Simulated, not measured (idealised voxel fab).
process module | voxel air gaps
cross-section cut | 250 nm wide | cells 5 nm
A cross-section is a grid of square cells, given in bands from the top down. A band is one or more rows of cells.
Each band's line starts with the height of the band's top and of its bottom, in nm. Then come its materials from left to right, each with its width in nm. One material with "throughout" fills the band from edge to edge. "air" is empty space.
Height 0 is the level under which the wafer as received is all one material. The lowest band goes on downwards, as in "0 down".
A width such as "30 to 40" changes by the same amount from each row of cells to the next, from the band's top row to its bottom row.
"no change" after a step means that no cell of the cross-section changed.
closed voids: empty space of 8 cells or more with no open way to the top, each as width x height at its distance from the left edge, in nm
after a step's settings: what the simulator itself notes on the step
overlay nm, on a step with a mask: how far to the right of its planned place the mask lay; to the left if negative
plan
1 op RECEIVE | material Si
2 op CONFORMAL_DEP | material SiO2 | thk nm 15
3 op CONFORMAL_DEP | material SiN | thk nm 5
4 op DIRECTIONAL_DEP | material SiO2 | thk nm 40
5 op DIRECTIONAL_DEP | material aC | thk nm 15
6 op PATTERN | tone open | mask id LINES | material resist | width nm 15 | pitch nm 40 | thk nm 35 | overlay nm 0
7 op DIRECTIONAL_ETCH | etch materials aC | depth nm 15
8 op STRIP | etch materials resist
9 op DIRECTIONAL_ETCH | etch materials SiO2 | depth nm 40
10 op STRIP | etch materials aC
11 op CONFORMAL_DEP | material TiN | thk nm 5
12 op FILL_DEP | material Cu | thk nm 5
13 op CMP | height nm 60
14 op EPI | material Ru | thk nm 10
15 op SELECTIVE_ETCH | etch materials SiO2 | depth nm 50
16 op CONFORMAL_DEP | material SiCN | thk nm 5
first wafer, as planned
as received, after step 1
  0 down: Si throughout
  closed voids: none
after step 2
  15 to 0: SiO2 throughout
  below 0: unchanged
after step 3
  20 to 15: SiN throughout
  below 15: unchanged
after step 4
  60 to 20: SiO2 throughout
  below 20: unchanged
after step 5
  75 to 60: aC throughout
  below 60: unchanged
after step 6
  110 to 75: resist 75 | air 15 | resist 25 | air 15 | resist 25 | air 15 | resist 80
  below 75: unchanged
after step 7
  95 to 75: resist 75 | air 15 | resist 25 | air 15 | resist 25 | air 15 | resist 80
  75 to 60: aC 75 | air 15 | aC 25 | air 15 | aC 25 | air 15 | aC 80
  below 60: unchanged
after step 8
  75 to 60: aC 75 | air 15 | aC 25 | air 15 | aC 25 | air 15 | aC 80
  below 60: unchanged
after step 9
  75 to 60: aC 75 | air 15 | aC 25 | air 15 | aC 25 | air 15 | aC 80
  60 to 20: SiO2 75 | air 15 | SiO2 25 | air 15 | SiO2 25 | air 15 | SiO2 80
  below 20: unchanged
after step 10
  60 to 20: SiO2 75 | air 15 | SiO2 25 | air 15 | SiO2 25 | air 15 | SiO2 80
  below 20: unchanged
after step 11
  65 to 60: TiN 80 | air 5 | TiN 35 | air 5 | TiN 35 | air 5 | TiN 85
  60 to 25: SiO2 75 | TiN 5 | air 5 | TiN 5 | SiO2 25 | TiN 5 | air 5 | TiN 5 | SiO2 25 | TiN 5 | air 5 | TiN 5 | SiO2 80
  25 to 20: SiO2 75 | TiN 15 | SiO2 25 | TiN 15 | SiO2 25 | TiN 15 | SiO2 80
  below 20: unchanged
after step 12
  70 to 65: Cu throughout
  65 to 60: TiN 80 | Cu 5 | TiN 35 | Cu 5 | TiN 35 | Cu 5 | TiN 85
  60 to 25: SiO2 75 | TiN 5 | Cu 5 | TiN 5 | SiO2 25 | TiN 5 | Cu 5 | TiN 5 | SiO2 25 | TiN 5 | Cu 5 | TiN 5 | SiO2 80
  below 25: unchanged
after step 13
  60 to 25: SiO2 75 | TiN 5 | Cu 5 | TiN 5 | SiO2 25 | TiN 5 | Cu 5 | TiN 5 | SiO2 25 | TiN 5 | Cu 5 | TiN 5 | SiO2 80
  below 25: unchanged
after step 14
  70 to 60: air 65 | Ru 35 | air 5 | Ru 35 | air 5 | Ru 35 | air 70
  below 60: unchanged
after step 15
  70 to 60: air 65 | Ru 35 | air 5 | Ru 35 | air 5 | Ru 35 | air 70
  60 to 25: air 75 | TiN 5 | Cu 5 | TiN 5 | air 25 | TiN 5 | Cu 5 | TiN 5 | air 25 | TiN 5 | Cu 5 | TiN 5 | air 80
  25 to 20: air 75 | TiN 15 | air 25 | TiN 15 | air 25 | TiN 15 | air 80
  below 20: unchanged
after step 16
  75 to 70: air 60 | SiCN 125 | air 65
  70 to 60: air 60 | SiCN 5 | Ru 35 | SiCN 5 | Ru 35 | SiCN 5 | Ru 35 | SiCN 5 | air 65
  60 to 55: air 60 | SiCN 15 | TiN 5 | Cu 5 | TiN 5 | SiCN 25 | TiN 5 | Cu 5 | TiN 5 | SiCN 25 | TiN 5 | Cu 5 | TiN 5 | SiCN 15 | air 65
  55 to 25: air 70 | SiCN 5 | TiN 5 | Cu 5 | TiN 5 | SiCN 5 | air 15 | SiCN 5 | TiN 5 | Cu 5 | TiN 5 | SiCN 5 | air 15 | SiCN 5 | TiN 5 | Cu 5 | TiN 5 | SiCN 5 | air 75
  25 to 20: SiCN 75 | TiN 15 | SiCN 25 | TiN 15 | SiCN 25 | TiN 15 | SiCN 80
  below 20: unchanged
  closed voids: 15 x 30 at 95; 15 x 30 at 135
second wafer: like start, like plan, one mistake. Through step 12 it matches the first wafer
when step 13 should have ended
  55 to 25: SiO2 75 | TiN 5 | Cu 5 | TiN 5 | SiO2 25 | TiN 5 | Cu 5 | TiN 5 | SiO2 25 | TiN 5 | Cu 5 | TiN 5 | SiO2 80
  below 25: unchanged
when step 14 should have ended
  65 to 55: air 65 | Ru 35 | air 5 | Ru 35 | air 5 | Ru 35 | air 70
  below 55: unchanged
when step 15 should have ended
  65 to 55: air 65 | Ru 35 | air 5 | Ru 35 | air 5 | Ru 35 | air 70
  55 to 25: air 75 | TiN 5 | Cu 5 | TiN 5 | air 25 | TiN 5 | Cu 5 | TiN 5 | air 25 | TiN 5 | Cu 5 | TiN 5 | air 80
  25 to 20: air 75 | TiN 15 | air 25 | TiN 15 | air 25 | TiN 15 | air 80
  below 20: unchanged
when step 16 should have ended
  70 to 65: air 60 | SiCN 125 | air 65
  65 to 55: air 60 | SiCN 5 | Ru 35 | SiCN 5 | Ru 35 | SiCN 5 | Ru 35 | SiCN 5 | air 65
  55 to 50: air 60 | SiCN 15 | TiN 5 | Cu 5 | TiN 5 | SiCN 25 | TiN 5 | Cu 5 | TiN 5 | SiCN 25 | TiN 5 | Cu 5 | TiN 5 | SiCN 15 | air 65
  50 to 25: air 70 | SiCN 5 | TiN 5 | Cu 5 | TiN 5 | SiCN 5 | air 15 | SiCN 5 | TiN 5 | Cu 5 | TiN 5 | SiCN 5 | air 15 | SiCN 5 | TiN 5 | Cu 5 | TiN 5 | SiCN 5 | air 75
  25 to 20: SiCN 75 | TiN 15 | SiCN 25 | TiN 15 | SiCN 25 | TiN 15 | SiCN 80
  below 20: unchanged
  closed voids: 15 x 25 at 95; 15 x 25 at 135
what went wrong: step 13 ran as: op CMP | height nm 55
at the end the second wafer has, in cells: 3 fewer of Cu | 6 fewer of SiCN | 6 fewer of TiN
